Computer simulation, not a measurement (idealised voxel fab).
The name of this process module is voxel fin reveal.
We display cut, a cross-section 300 nm in width whose square cells are each 5 nm.
Cross-sections here: square-cell grids, written as top-down lists of bands, a band being one or more rows of cells. Heights first: top, then bottom, in nm. Then materials, left to right, each with a width in nm. "throughout" on a single material: fills the band edge to edge. "blank": empty space. Counting heights begins at 0, where everything beneath is, in the wafer as received, one material. The lowest band has no bottom; it goes on downwards, as "0 down" shows. The width entry "30 to 40" should be interpreted row by row: the top row of cells in the band takes the first number, the bottom row takes the second number, and the change between adjacent rows is uniform throughout. Step note "no change occurred" = no cross-section cell changed. The list in "Closed void roster" covers empty spaces of 8 cells or more that cannot reach the top through any open way, and it gives each as width x height at distance; the distance is from the left edge, and width, height and distance are in nm. Step line, after settings: the simulator's comment on this step. Regarding "overlay nm": on a step with a mask, it is the distance the mask lay to the right of its planned place; a negative value places it to the left.

**Below is the list of planned process steps**
1. RECEIVE: material Si
2. CONFORMAL_DEP: material SiN, thk nm 10
3. PATTERN: tone cover, mask id FINS, material resist, width nm 15, pitch nm 35, thk nm 20, overlay nm 0
4. DIRECTIONAL_ETCH: etch materials SiN, depth nm 10
5. DIRECTIONAL_ETCH: etch materials Si, depth nm 35
6. STRIP: etch materials resist
7. OXIDIZE: depth nm 5
8. FILL_DEP: material SiO2, thk nm 15
9. CMP: height nm 10
10. SELECTIVE_ETCH: etch materials SiO2, depth nm 25
11. STRIP: etch materials SiN

**The cross-section here shows the wafer as received, i.e. in its state after step 1**
* 0 down  Si throughout
* Closed void roster: none

**Sectioned view, first of two wafers, at the close of the module, processed as intended in the plan**
* 0 to -15  130 of blank | 5 of Si | 30 of blank | 5 of Si | 130 of blank
* -15 to -40  130 of SiO2 | 5 of Si | 30 of SiO2 | 5 of Si | 130 of SiO2
* -40 down  Si throughout
* Closed void roster: none

**Cross-sectional view of the second of two wafers upon completion of the module. This wafer shared its starting condition and process plan with the first; one error was made during its execution**
* 0 to -15  135 of blank | 5 of Si | 30 of blank | 5 of Si | 125 of blank
* -15 to -40  135 of SiO2 | 5 of Si | 30 of SiO2 | 5 of Si | 125 of SiO2
* -40 down  Si throughout
* Closed void roster: none
Diagnosis: the process deviated at step 3: the operation and settings actually run there were PATTERN: tone cover, mask id FINS, material resist, width nm 15, pitch nm 35, thk nm 20, overlay nm 5
Tallied in cells, the final second wafer holds each material in the same quantity as the first, although not at the same places.
